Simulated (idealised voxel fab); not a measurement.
process module | voxel capacitor over wiring
cross-section cut | 175 nm wide | cells 5 nm
A cross-section is a grid of square cells, given in bands from the top down. A band is one or more rows of cells.
Each band's line starts with the height of the band's top and of its bottom, in nm. Then come its materials from left to right, each with its width in nm. One material with "throughout" fills the band from edge to edge. "air" is empty space.
Height 0 is the level under which the wafer as received is all one material. The lowest band goes on downwards, as in "0 down".
A width such as "30 to 40" changes by the same amount from each row of cells to the next, from the band's top row to its bottom row.
"no change" after a step means that no cell of the cross-section changed.
closed voids: empty space of 8 cells or more with no open way to the top, each as width x height at its distance from the left edge, in nm
after a step's settings: what the simulator itself notes on the step
overlay nm, on a step with a mask: how far to the right of its planned place the mask lay; to the left if negative
plan
1 op RECEIVE | material Si
2 op CONFORMAL_DEP | material SiO2 | thk nm 15
3 op CONFORMAL_DEP | material SiCN | thk nm 5
4 op DIRECTIONAL_DEP | material SiO2 | thk nm 15
5 op PATTERN | tone open | mask id METAL_1 | material resist | width nm 25 | pitch nm 80 | thk nm 20 | overlay nm 0
6 op DIRECTIONAL_ETCH | etch materials SiO2 | depth nm 15
7 op DIRECTIONAL_ETCH | etch materials SiCN | depth nm 5
8 op STRIP | etch materials resist
9 op CONFORMAL_DEP | material TiN | thk nm 5
10 op FILL_DEP | material W | thk nm 10
11 op CMP | height nm 35
12 op CONFORMAL_DEP | material SiCN | thk nm 5
13 op DIRECTIONAL_DEP | material lowk | thk nm 20
14 op DIRECTIONAL_DEP | material aC | thk nm 15
15 op PATTERN | tone open | mask id PLUG_1 | material resist | width nm 15 | thk nm 35 | overlay nm 0
16 op DIRECTIONAL_ETCH | etch materials aC | depth nm 15
17 op STRIP | etch materials resist
18 op DIRECTIONAL_ETCH | etch materials lowk | depth nm 20
19 op DIRECTIONAL_ETCH | etch materials SiCN | depth nm 5
20 op STRIP | etch materials aC
21 op EPI | material Ru | thk nm 10
22 op EPI | material Ru | thk nm 10
23 op EPI | material Ru | thk nm 5
24 op DIRECTIONAL_DEP | material TiN | thk nm 10
25 op DIRECTIONAL_DEP | material Al2O3 | thk nm 5
26 op DIRECTIONAL_DEP | material TiN | thk nm 5
27 op PATTERN | tone cover | mask id UPPER_PLATE | material resist | width nm 60 | thk nm 20 | overlay nm 0
28 op DIRECTIONAL_ETCH | etch materials TiN | depth nm 5
29 op DIRECTIONAL_ETCH | etch materials Al2O3 | depth nm 5
30 op STRIP | etch materials resist
31 op DIRECTIONAL_DEP | material aC | thk nm 10
32 op PATTERN | tone cover | mask id LOWER_PLATE | material resist | width nm 70 | thk nm 30 | overlay nm 0
33 op DIRECTIONAL_ETCH | etch materials aC | depth nm 10
34 op STRIP | etch materials resist
35 op DIRECTIONAL_ETCH | etch materials TiN | depth nm 10
36 op STRIP | etch materials aC
37 op FILL_DEP | material SiO2 | thk nm 20
38 op CMP | height nm 95
39 op MASKED_ETCH | tone open | mask id PLUG_2 | width nm 15 | etch materials SiO2 | depth nm 15 | overlay nm 0
40 op CONFORMAL_DEP | material TiN | thk nm 5
41 op FILL_DEP | material Ru | thk nm 5
42 op CMP | height nm 95
43 op CONFORMAL_DEP | material SiCN | thk nm 5
as received, after step 1
  0 down: Si throughout
  closed voids: none
a wafer at the end: this start, this plan, one mistake
  100 to 95: SiCN throughout
  95 to 85: SiO2 55 | TiN 5 | Ru 5 | TiN 5 | SiO2 105
  85 to 75: SiO2 55 to 60 | TiN 15 to 45 | SiO2 105 to 70
  75 to 70: SiO2 45 | TiN 15 | Al2O3 45 | SiO2 70
  70 to 65: SiO2 40 | TiN 5 | Al2O3 15 | TiN 50 | SiO2 65
  65 to 60: SiO2 40 | TiN 70 | SiO2 65
  60 to 55: SiCN 45 | TiN 15 | SiCN 115
  55 to 35: lowk throughout
  35 to 20: SiO2 35 | TiN 5 | W 15 | TiN 5 | SiO2 55 | TiN 5 | W 15 | TiN 5 | SiO2 35
  20 to 15: SiCN 35 | TiN 25 | SiCN 55 | TiN 25 | SiCN 35
  15 to 0: SiO2 throughout
  0 down: Si throughout
  closed voids: none
what went wrong: steps 12 and 13 were swapped
